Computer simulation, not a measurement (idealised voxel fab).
This is a process module. Its name is voxel released beams.
The cross-section on display is named cut; it measures 160 nm wide, and its cells are 5 nm squares.
When this document writes out a cross-section, it uses a grid of square cells and lists it as bands, beginning at the top and moving down, with a band standing for one or more rows of cells. Basically the band line says how high the top is and how high the bottom is, in nm, and then what's in it from left to right, every material with its width in nm. Empty space shows up as "blank", and if a single material carries "edge to edge" it runs the full band edge to edge. Heads up on the height convention: 0 is the point under which the incoming wafer is all one material, and the lowest band has no bottom, it just keeps going down, like "0 nm and below". Think of "30->40" as a width that walks from the first number to the second as you go down the band, top row to bottom row, taking equal-sized steps from row to row. It should be understood that the words "no modification", when stated for a given step, signify that the cross-section underwent no change in any of its cells during that step. Each empty space that has no open way to the top and spans at least 8 cells appears under "Voids, enclosed" as width x height at distance, the distance counted from the left edge, all in nm. Step line, after settings: the simulator's comment on this step. Regarding "overlay nm": on a step with a mask, it is the distance the mask lay to the right of its planned place; a negative value places it to the left.

Process steps foreseen in the plan:
- 1: op RECEIVE | material Si
- 2: op CONFORMAL_DEP | material SiN | thk nm 10
- 3: op DIRECTIONAL_DEP | material SiO2 | thk nm 15
- 4: op PATTERN | tone open | mask id ANCHOR | material resist | width nm 40 | thk nm 20 | overlay nm -15
- 5: op DIRECTIONAL_ETCH | etch materials SiO2 | depth nm 15
- 6: op STRIP | etch materials resist
- 7: op CONFORMAL_DEP | material TiN | thk nm 15
- 8: op PATTERN | tone cover | mask id BEAM | material resist | width nm 90 | thk nm 15 | overlay nm 0
- 9: op DIRECTIONAL_ETCH | etch materials TiN | depth nm 15
- 10: op STRIP | etch materials resist
- 11: op STRIP | etch materials SiO2
All wafers enter the flow in the same state. The overlay nm at step 4 differs from wafer to wafer, and the plan gives the value for the first wafer.

Cut through the first of several wafers as received, post step 1:
- 0 nm and below  Si edge to edge
- Voids, enclosed: none

Quick key for the table: a row per wafer, taken at the end of the module. For each material it tells you how many cells the wafer gained (+) or lost (-) since it came in, and the closed voids come after:
overlay nm -15 | +64 SiN | +72 TiN | Voids, enclosed: none
overlay nm -10 | +64 SiN | +72 TiN | Voids, enclosed: none
overlay nm -5 | +64 SiN | +72 TiN | Voids, enclosed: none
overlay nm 0 | +64 SiN | +72 TiN | Voids, enclosed: none
overlay nm 5 | +64 SiN | +72 TiN | Voids, enclosed: none
overlay nm 10 | +64 SiN | +72 TiN | Voids, enclosed: none
overlay nm 15 | +64 SiN | +72 TiN | Voids, enclosed: none
